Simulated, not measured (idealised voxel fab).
Process module in this document: voxel ribs on slabs
cross-section cut | 235 nm wide | cells 5 nm
Cross-section = grid of square cells, listed top down in bands; band = one or more rows. This entry defines a band. It first specifies the height of the band's top and the height of its bottom in nm, and then specifies the band's materials from left to right, stating each material with its width in nm. The word "throughout" identifies a single material that fills the band from edge to edge, while the word "air" identifies empty space. Heights are measured from 0, the level below which the as-received wafer is all one material; the lowest band has no bottom and continues downward, written as in "from 0 down". It should be noted that a width expressed as "30 to 40" varies in equal increments from row to row of cells within the band, taking the value of the first number at the top row and that of the second number at the bottom row. Step marked "left unchanged"? Then no cell in the cross-section changed in it. "Closed void list" means: voids of 8 cells or more that are shut off from the top with no open way through. Written width x height at distance, distance from the left edge, in nm. after a step's settings: what the simulator itself notes on the step. A step line may carry the setting "overlay nm", which, for steps involving a mask, states the distance by which the mask lay to the right of its intended position; negative values denote displacement to the left.

Steps planned for the process:
1: RECEIVE [material Si]
2: DIRECTIONAL_DEP [material SiO2] [thk nm 30]
3: DIRECTIONAL_DEP [material SiN] [thk nm 20]
4: PATTERN [tone cover] [mask id RIB] [material resist] [width nm 20] [thk nm 20] [overlay nm 0]
5: DIRECTIONAL_ETCH [etch materials SiN] [depth nm 10]
6: STRIP [etch materials resist]
7: PATTERN [tone cover] [mask id SLAB] [material resist] [width nm 50] [thk nm 20] [overlay nm 0]
8: DIRECTIONAL_ETCH [etch materials SiN] [depth nm 10]
9: STRIP [etch materials resist]
10: FILL_DEP [material SiO2] [thk nm 15]
11: CMP [height nm 60]
12: DIRECTIONAL_DEP [material TiN] [thk nm 10]
13: DIRECTIONAL_DEP [material aC] [thk nm 10]
14: PATTERN [tone cover] [mask id HEATER] [material resist] [width nm 30] [thk nm 30] [overlay nm 0]
15: DIRECTIONAL_ETCH [etch materials aC] [depth nm 10]
16: STRIP [etch materials resist]
17: DIRECTIONAL_ETCH [etch materials TiN] [depth nm 10]
18: STRIP [etch materials aC]
19: CONFORMAL_DEP [material SiN] [thk nm 5]

The first of the two wafers, which ran as planned:

Wafer as received: cross-section following step 1:
> from 0 down: Si throughout
> Closed void list: none

After step 2: wafer cross-section:
> from 30 to 0: SiO2 throughout
> Beneath the level 0, the cross-section is identical to its previous state.

After step 3: wafer cross-section:
> from 50 to 30: SiN throughout
> Beneath the level 30, the cross-section is identical to its previous state.

After step 4: wafer cross-section:
> from 70 to 50: 105 nm air  20 nm resist  110 nm air
> Beneath the level 50, the cross-section is identical to its previous state.

After step 5: wafer cross-section:
> from 70 to 50: 105 nm air  20 nm resist  110 nm air
> from 50 to 40: 105 nm air  20 nm SiN  110 nm air
> Beneath the level 40, the cross-section is identical to its previous state.

After step 6: wafer cross-section:
> from 50 to 40: 105 nm air  20 nm SiN  110 nm air
> Beneath the level 40, the cross-section is identical to its previous state.

After step 7: wafer cross-section:
> from 70 to 50: 90 nm air  50 nm resist  95 nm air
> from 50 to 40: 90 nm air  15 nm resist  20 nm SiN  15 nm resist  95 nm air
> Beneath the level 40, the cross-section is identical to its previous state.

After step 8: wafer cross-section:
> from 70 to 50: 90 nm air  50 nm resist  95 nm air
> from 50 to 40: 90 nm air  15 nm resist  20 nm SiN  15 nm resist  95 nm air
> from 40 to 30: 90 nm air  50 nm SiN  95 nm air
> Beneath the level 30, the cross-section is identical to its previous state.

After step 9: wafer cross-section:
> from 50 to 40: 105 nm air  20 nm SiN  110 nm air
> Beneath the level 40, the cross-section is identical to its previous state.

After step 10: wafer cross-section:
> from 65 to 50: SiO2 throughout
> from 50 to 40: 105 nm SiO2  20 nm SiN  110 nm SiO2
> from 40 to 30: 90 nm SiO2  50 nm SiN  95 nm SiO2
> Beneath the level 30, the cross-section is identical to its previous state.

After step 11: wafer cross-section:
> from 60 to 50: SiO2 throughout
> Beneath the level 50, the cross-section is identical to its previous state.

After step 12: wafer cross-section:
> from 70 to 60: TiN throughout
> Beneath the level 60, the cross-section is identical to its previous state.

After step 13: wafer cross-section:
> from 80 to 70: aC throughout
> Beneath the level 70, the cross-section is identical to its previous state.

After step 14: wafer cross-section:
> from 110 to 80: 100 nm air  30 nm resist  105 nm air
> Beneath the level 80, the cross-section is identical to its previous state.

After step 15: wafer cross-section:
> from 100 to 80: 100 nm air  30 nm resist  105 nm air
> from 80 to 70: 100 nm air  30 nm aC  105 nm air
> Beneath the level 70, the cross-section is identical to its previous state.

After step 16: wafer cross-section:
> from 80 to 70: 100 nm air  30 nm aC  105 nm air
> Beneath the level 70, the cross-section is identical to its previous state.

After step 17: wafer cross-section:
> from 80 to 70: 100 nm air  30 nm aC  105 nm air
> from 70 to 60: 100 nm air  30 nm TiN  105 nm air
> Beneath the level 60, the cross-section is identical to its previous state.

After step 18: wafer cross-section:
> from 70 to 60: 100 nm air  30 nm TiN  105 nm air
> Beneath the level 60, the cross-section is identical to its previous state.

After step 19: wafer cross-section:
> from 75 to 70: 95 nm air  40 nm SiN  100 nm air
> from 70 to 65: 95 nm air  5 nm SiN  30 nm TiN  5 nm SiN  100 nm air
> from 65 to 60: 100 nm SiN  30 nm TiN  105 nm SiN
> Beneath the level 60, the cross-section is identical to its previous state.

Notes, second wafer: start = first wafer's, plan = first wafer's, execution had one mistake; history identical to first through step 1:

Look at the second wafer in cross-section at the time step 2 ought to have finished:
> from 20 to 0: SiN throughout
> Beneath the level 0, the cross-section is identical to its previous state.

Look at the second wafer in cross-section at the time step 3 ought to have finished:
> from 50 to 20: SiO2 throughout
> Beneath the level 20, the cross-section is identical to its previous state.

Look at the second wafer in cross-section at the time step 4 ought to have finished:
> from 70 to 50: 105 nm air  20 nm resist  110 nm air
> Beneath the level 50, the cross-section is identical to its previous state.

Look at the second wafer in cross-section at the time step 5 ought to have finished: left unchanged

Look at the second wafer in cross-section at the time step 6 ought to have finished:
> from 50 to 20: SiO2 throughout
> Beneath the level 20, the cross-section is identical to its previous state.

Look at the second wafer in cross-section at the time step 7 ought to have finished:
> from 70 to 50: 90 nm air  50 nm resist  95 nm air
> Beneath the level 50, the cross-section is identical to its previous state.

Look at the second wafer in cross-section at the time step 8 ought to have finished: left unchanged

Look at the second wafer in cross-section at the time step 9 ought to have finished:
> from 50 to 20: SiO2 throughout
> Beneath the level 20, the cross-section is identical to its previous state.

Look at the second wafer in cross-section at the time step 10 ought to have finished:
> from 65 to 20: SiO2 throughout
> Beneath the level 20, the cross-section is identical to its previous state.

Look at the second wafer in cross-section at the time step 11 ought to have finished:
> from 60 to 20: SiO2 throughout
> Beneath the level 20, the cross-section is identical to its previous state.

Look at the second wafer in cross-section at the time step 12 ought to have finished:
> from 70 to 60: TiN throughout
> Beneath the level 60, the cross-section is identical to its previous state.

Look at the second wafer in cross-section at the time step 13 ought to have finished:
> from 80 to 70: aC throughout
> Beneath the level 70, the cross-section is identical to its previous state.

Look at the second wafer in cross-section at the time step 14 ought to have finished:
> from 110 to 80: 100 nm air  30 nm resist  105 nm air
> Beneath the level 80, the cross-section is identical to its previous state.

Look at the second wafer in cross-section at the time step 15 ought to have finished:
> from 100 to 80: 100 nm air  30 nm resist  105 nm air
> from 80 to 70: 100 nm air  30 nm aC  105 nm air
> Beneath the level 70, the cross-section is identical to its previous state.

Look at the second wafer in cross-section at the time step 16 ought to have finished:
> from 80 to 70: 100 nm air  30 nm aC  105 nm air
> Beneath the level 70, the cross-section is identical to its previous state.

Look at the second wafer in cross-section at the time step 17 ought to have finished:
> from 80 to 70: 100 nm air  30 nm aC  105 nm air
> from 70 to 60: 100 nm air  30 nm TiN  105 nm air
> Beneath the level 60, the cross-section is identical to its previous state.

Look at the second wafer in cross-section at the time step 18 ought to have finished:
> from 70 to 60: 100 nm air  30 nm TiN  105 nm air
> Beneath the level 60, the cross-section is identical to its previous state.

Look at the second wafer in cross-section at the time step 19 ought to have finished:
> from 75 to 70: 95 nm air  40 nm SiN  100 nm air
> from 70 to 65: 95 nm air  5 nm SiN  30 nm TiN  5 nm SiN  100 nm air
> from 65 to 60: 100 nm SiN  30 nm TiN  105 nm SiN
> Beneath the level 60, the cross-section is identical to its previous state.
Nonconformance to the process plan: plan vs actual: 2 and 3 interchanged
Cell-count delta at end, second wafer over first, by material: SiN +160 | SiO2 -160
